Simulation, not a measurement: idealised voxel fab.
Process module heading - voxel transistor to metal
Displayed cross-section: cut, width of 185 nm, square cells sized 5 nm.
Each cross-section below is a grid of square cells, stated as bands in top-down order, with one or more rows of cells making up each band. What a band's entry tells you: where the top is and where the bottom is, as heights in nm, and after that what lies inside, material by material from left to right, each with its width in nm. Empty space is written as the word "air", and a single material marked with the word "throughout" occupies the band from edge to edge. Note: height 0 marks the level under which the wafer is uniformly one material as received. Lowest band unbounded below, written "0 and below". The notation "30->40" denotes a width that varies across the rows of cells in the band, beginning at the first number in the top row, finishing at the second number in the bottom row, and changing by an identical amount from each row to the next. "no alterations made" (step): cross-section cells unchanged, all of them. Enclosed voids (no open way to top), threshold 8 cells or more, entry "Internal closed voids", notation width x height at distance, distance from left edge, nm. If you see something after the settings on a step's line, that's the simulator's own remark about that step. For masked steps, "overlay nm" on the step line gives how far right of plan the mask actually lay; a minus sign means it lay to the left.

### The following list gives the planned process steps
1,RECEIVE | material Si
2,OXIDIZE | depth nm 5
3,CONFORMAL_DEP | material SiN | thk nm 10
4,DIRECTIONAL_DEP | material aC | thk nm 15
5,PATTERN | tone cover | mask id ACTIVE | material resist | width nm 110 | thk nm 30 | overlay nm 0
6,DIRECTIONAL_ETCH | etch materials aC | depth nm 15
7,STRIP | etch materials resist
8,DIRECTIONAL_ETCH | etch materials SiN | depth nm 10
9,DIRECTIONAL_ETCH | etch materials SiO2 | depth nm 5
10,DIRECTIONAL_ETCH | etch materials Si | depth nm 30
11,STRIP | etch materials aC
12,FILL_DEP | material SiO2 | thk nm 15
13,CMP | height nm 10
14,SELECTIVE_ETCH | etch materials SiO2 | depth nm 10
15,STRIP | etch materials SiN
16,SELECTIVE_ETCH | etch materials SiO2 | depth nm 5
17,OXIDIZE | depth nm 5
18,DIRECTIONAL_DEP | material polySi | thk nm 20
19,DIRECTIONAL_DEP | material SiCN | thk nm 10
20,MASKED_ETCH | tone cover | mask id GATE | width nm 30 | etch materials SiCN | depth nm 20 | overlay nm 0
21,MASKED_ETCH | tone cover | mask id GATE | width nm 30 | etch materials polySi | depth nm 30 | overlay nm 0
22,CONFORMAL_DEP | material SiO2 | thk nm 5
23,DIRECTIONAL_ETCH | etch materials SiO2 | depth nm 5
24,CONFORMAL_DEP | material SiN | thk nm 5
25,DIRECTIONAL_ETCH | etch materials SiN | depth nm 5
26,DIRECTIONAL_ETCH | etch materials SiO2 | depth nm 5
27,DIRECTIONAL_ETCH | etch materials Si | depth nm 10
28,EPI | material nSi | thk nm 15
29,FILL_DEP | material SiO2 | thk nm 5
30,CMP | height nm 15
31,STRIP | etch materials polySi
32,SELECTIVE_ETCH | etch materials SiO2 | depth nm 5
33,CONFORMAL_DEP | material HfO2 | thk nm 5
34,CONFORMAL_DEP | material TiN | thk nm 5
35,FILL_DEP | material W | thk nm 10
36,CMP | height nm 10
37,DIRECTIONAL_DEP | material SiO2 | thk nm 10
38,DIRECTIONAL_DEP | material aC | thk nm 10
39,PATTERN | tone open | mask id CONTACT | material resist | width nm 15 | pitch nm 75 | thk nm 30 | overlay nm 0
40,DIRECTIONAL_ETCH | etch materials aC | depth nm 10
41,STRIP | etch materials resist
42,DIRECTIONAL_ETCH | etch materials SiO2 | depth nm 25
43,STRIP | etch materials aC
44,CONFORMAL_DEP | material TiN | thk nm 5
45,FILL_DEP | material Ru | thk nm 10
46,CMP | height nm 20
47,CONFORMAL_DEP | material SiN | thk nm 5
48,DIRECTIONAL_DEP | material lowk | thk nm 25
49,MASKED_ETCH | tone open | mask id METAL_1 | width nm 15 | pitch nm 75 | etch materials lowk | depth nm 25 | overlay nm 0
50,MASKED_ETCH | tone open | mask id METAL_1 | width nm 15 | pitch nm 75 | etch materials SiN | depth nm 5 | overlay nm 0
51,CONFORMAL_DEP | material TiN | thk nm 5
52,FILL_DEP | material Ru | thk nm 10
53,CMP | height nm 50
54,EPI | material Ru | thk nm 5
55,FILL_DEP | material SiCN | thk nm 5
56,DIRECTIONAL_DEP | material lowk | thk nm 30
57,PATTERN | tone open | mask id METAL_2 | material resist | width nm 15 | pitch nm 75 | thk nm 15 | overlay nm 0
58,DIRECTIONAL_ETCH | etch materials lowk | depth nm 20
59,STRIP | etch materials resist
60,MASKED_ETCH | tone open | mask id METAL_2_HOLES | width nm 15 | pitch nm 75 | etch materials lowk | depth nm 10 | overlay nm 0
61,MASKED_ETCH | tone open | mask id METAL_2_HOLES | width nm 15 | pitch nm 75 | etch materials SiCN | depth nm 5 | overlay nm 0
62,CONFORMAL_DEP | material TiN | thk nm 5
63,FILL_DEP | material Cu | thk nm 10
64,CMP | height nm 90
65,CONFORMAL_DEP | material SiN | thk nm 5

### Wafer as received: cross-section following step 1
	0 and below | Si throughout
	Internal closed voids: none

### First of two wafers, end-of-module section, run followed plan
	95 down to 90 | SiN throughout
	90 down to 60 | lowk 45; TiN 5; Cu 5; TiN 5; lowk 60; TiN 5; Cu 5; TiN 5; lowk 50
	60 down to 55 | SiCN 45; TiN 15; SiCN 60; TiN 15; SiCN 50
	55 down to 50 | SiCN 40; Ru 25; SiCN 50; Ru 25; SiCN 45
	50 down to 25 | lowk 45; TiN 5; Ru 5; TiN 5; lowk 60; TiN 5; Ru 5; TiN 5; lowk 50
	25 down to 20 | SiN 45; TiN 15; SiN 60; TiN 15; SiN 50
	20 down to 10 | SiO2 45; TiN 5; Ru 5; TiN 5; SiO2 60; TiN 5; Ru 5; TiN 5; SiO2 50
	10 down to 5 | SiO2 45; TiN 15; SiO2 5; SiN 5; HfO2 5; TiN 5; W 20; TiN 5; HfO2 5; SiN 5; SiO2 5; TiN 15; SiO2 50
	5 down to 0 | SiO2 45; TiN 5; nSi 15; SiN 5; HfO2 5; TiN 5; W 20; TiN 5; HfO2 5; SiN 5; nSi 15; TiN 5; SiO2 50
	0 down to -5 | SiO2 45; TiN 5; nSi 15; SiN 5; HfO2 5; TiN 30; HfO2 5; SiN 5; nSi 15; TiN 5; SiO2 50
	-5 down to -10 | SiO2 30; nSi 35; SiO2 5; HfO2 40; SiO2 5; nSi 35; SiO2 35
	-10 down to -20 | SiO2 35; nSi 30; Si 50; nSi 30; SiO2 40
	-20 down to -35 | SiO2 35; Si 110; SiO2 40
	-35 and below | Si throughout
	Internal closed voids: none

### Cross-sectional view of the second of two wafers upon completion of the module. This wafer shared its starting condition and process plan with the first; one error was made during its execution
	95 down to 90 | SiN throughout
	90 down to 60 | lowk 45; TiN 5; Cu 5; TiN 5; lowk 60; TiN 5; Cu 5; TiN 5; lowk 50
	60 down to 55 | SiCN 45; TiN 15; SiCN 60; TiN 15; SiCN 50
	55 down to 50 | SiCN 40; Ru 25; SiCN 50; Ru 25; SiCN 45
	50 down to 25 | lowk 45; TiN 5; Ru 5; TiN 5; lowk 60; TiN 5; Ru 5; TiN 5; lowk 50
	25 down to 20 | SiN 45; TiN 15; SiN 60; TiN 15; SiN 50
	20 down to 10 | SiO2 45; TiN 5; Ru 5; TiN 5; SiO2 60; TiN 5; Ru 5; TiN 5; SiO2 50
	10 down to 0 | SiO2 45; TiN 5; Ru 5; TiN 5; SiO2 5; SiN 5; HfO2 5; TiN 5; W 20; TiN 5; HfO2 5; SiN 5; SiO2 5; TiN 5; Ru 5; TiN 5; SiO2 50
	0 down to -5 | SiO2 45; TiN 15; SiO2 5; SiN 5; HfO2 5; TiN 30; HfO2 5; SiN 5; SiO2 5; TiN 15; SiO2 50
	-5 down to -10 | SiO2 20; nSi 45; SiO2 5; HfO2 40; SiO2 5; nSi 45; SiO2 25
	-10 down to -35 | SiO2 35; Si 110; SiO2 40
	-35 and below | Si throughout
	Internal closed voids: none
Where did the run depart from the plan? steps 27 and 28 swapped
Per the end-of-run cell counts, the second wafer holds more or fewer of some materials than the first: 4 more of Ru | 24 more of Si | 4 more of TiN | 32 fewer of nSi
